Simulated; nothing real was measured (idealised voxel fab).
You're looking at the process module voxel local oxidation.
Shown is cross-section cut, with a width of 300 nm and square cells of size 5 nm.
Cross-section, as written here: a square-cell grid given band by band from the top down, where a band holds one or more rows of cells.
Band: top and bottom heights (nm) first, top before bottom; then materials from left to right, widths in nm. "full width" marks a sole material filling the band edge to edge. "blank" denotes empty space.
Heights from 0 (as-received wafer is one material below). Bottom band endless downward, as "0 and below".
Width: "30 to 40" (first number = top row, second number = bottom row, same change from row to row of cells).
It should be understood that the words "remained the same", when stated for a given step, signify that the cross-section underwent no change in any of its cells during that step.
Closed-off voids of 8+ cells (no open route to the top) go in "closed voids", written width x height at distance from the left edge, in nm.
Text after the settings on a step's line: the simulator's own remark on that step.
A step's line can hold "overlay nm"; with a mask on that step, the setting says how far right of the planned place the mask lay, while a negative setting says it lay to the left.
Process steps foreseen in the plan:
- 1: RECEIVE: material Si
- 2: CONFORMAL_DEP: material SiO2, thk nm 5
- 3: CONFORMAL_DEP: material SiN, thk nm 15
- 4: PATTERN: tone cover, mask id ACTIVE, material resist, width nm 105, thk nm 20, overlay nm -15
- 5: DIRECTIONAL_ETCH: etch materials SiN, depth nm 15
- 6: STRIP: etch materials resist
- 7: SELECTIVE_ETCH: etch materials SiO2, depth nm 5
- 8: OXIDIZE: depth nm 10
- 9: STRIP: etch materials SiN
Split variable: overlay nm, step 4. Plan value = first wafer. Wafers start alike.
After step 1, as received: first of several wafers, cross-section:
	0 and below | Si full width
	closed voids: none
Wafer rows, end of module: cells per material gained (+) or lost (-) since receipt; closed voids last:
overlay nm -15; -90 Si; +109 SiO2; closed voids: none
overlay nm -10; -90 Si; +109 SiO2; closed voids: none
overlay nm -5; -90 Si; +109 SiO2; closed voids: none
overlay nm 0; -90 Si; +109 SiO2; closed voids: none
overlay nm 5; -90 Si; +109 SiO2; closed voids: none
overlay nm 10; -90 Si; +109 SiO2; closed voids: none
overlay nm 15; -90 Si; +109 SiO2; closed voids: none
